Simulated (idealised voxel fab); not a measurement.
The process module that follows is named voxel plated lines.
We display cut, a cross-section 270 nm in width whose square cells are each 5 nm.
Square cells in a grid make up a cross-section in this document, and the grid is given as bands, listed from the top down, each one or more rows of cells.
Heads up on the band format: heights come first, top then bottom, in nm. After that it's the materials left to right, each with its width in nm. A single material flagged "throughout" fills the whole band edge to edge, and "empty" means there's empty space there.
It should be noted that heights are counted from 0, beneath which the wafer as supplied is of one material throughout, and that the lowest band possesses no lower boundary but continues downward, as written in "from 0 down".
Think of "30 to 40" as a width that walks from the first number to the second as you go down the band, top row to bottom row, taking equal-sized steps from row to row.
It should be understood that the words "changes: none", when stated for a given step, signify that the cross-section underwent no change in any of its cells during that step.
Basically, "Closed void listing" tells you about the enclosed voids: empty spaces with no open way to the top, 8 cells or bigger, each written width x height at distance, where distance is from the left edge, all in nm.
Past the settings on a step's line: simulator remark, on that step.
"overlay nm" denotes, for a step that has a mask, the displacement of the mask to the right of its planned place, with negative values corresponding to the left.
PLANNED PROCESS STEPS
- 1: RECEIVE | material Si
- 2: CONFORMAL_DEP | material SiO2 | thk nm 10
- 3: DIRECTIONAL_DEP | material TiN | thk nm 5
- 4: PATTERN | tone open | mask id LINES | material resist | width nm 25 | pitch nm 40 | thk nm 20 | overlay nm 0
- 5: EPI | material Ru | thk nm 5
- 6: STRIP | etch materials resist
- 7: DIRECTIONAL_ETCH | etch materials TiN | depth nm 5
- 8: CONFORMAL_DEP | material SiN | thk nm 5
FIRST OF TWO WAFERS, WITH THE RUN CARRIED OUT AS PLANNED
SHOWN IN CROSS-SECTION IS THE WAFER AS RECEIVED, THAT IS, AS IT STANDS AFTER STEP 1
> from 0 down: Si throughout
> Closed void listing: none
AFTER STEP 2
> from 10 to 0: SiO2 throughout
> below 0: unchanged
AFTER STEP 3
> from 15 to 10: TiN throughout
> below 10: unchanged
AFTER STEP 4
> from 35 to 15: resist 80 / empty 25 / resist 15 / empty 25 / resist 15 / empty 25 / resist 85
> below 15: unchanged
AFTER STEP 5
> from 35 to 20: resist 80 / empty 25 / resist 15 / empty 25 / resist 15 / empty 25 / resist 85
> from 20 to 15: resist 80 / Ru 25 / resist 15 / Ru 25 / resist 15 / Ru 25 / resist 85
> below 15: unchanged
AFTER STEP 6
> from 20 to 15: empty 80 / Ru 25 / empty 15 / Ru 25 / empty 15 / Ru 25 / empty 85
> below 15: unchanged
AFTER STEP 7
> from 20 to 15: empty 80 / Ru 25 / empty 15 / Ru 25 / empty 15 / Ru 25 / empty 85
> from 15 to 10: empty 80 / TiN 25 / empty 15 / TiN 25 / empty 15 / TiN 25 / empty 85
> below 10: unchanged
AFTER STEP 8
> from 25 to 20: empty 75 / SiN 35 / empty 5 / SiN 35 / empty 5 / SiN 35 / empty 80
> from 20 to 15: empty 75 / SiN 5 / Ru 25 / SiN 5 / empty 5 / SiN 5 / Ru 25 / SiN 5 / empty 5 / SiN 5 / Ru 25 / SiN 5 / empty 80
> from 15 to 10: SiN 80 / TiN 25 / SiN 15 / TiN 25 / SiN 15 / TiN 25 / SiN 85
> below 10: unchanged
WAFER TWO OF TWO - SAME STARTING POINT, SAME PROCESS PLAN, ONE MISTAKE IN EXECUTION; MATCHES WAFER ONE UP TO AND INCLUDING STEP 7
CROSS-SECTION OF THE SECOND WAFER WHEN, ACCORDING TO PLAN, STEP 8 SHOULD HAVE FINISHED
> from 25 to 15: empty 75 / Ru 35 / empty 5 / Ru 35 / empty 5 / Ru 35 / empty 80
> from 15 to 10: Ru 80 / TiN 25 / Ru 15 / TiN 25 / Ru 15 / TiN 25 / Ru 85
> below 10: unchanged
What was done differently from what was planned? not per plan at step 8, really ran CONFORMAL_DEP | material Ru | thk nm 5
Once processing is complete, comparing cell counts shows that the second wafer has more or fewer of certain materials than the first: Ru +66, SiN -66
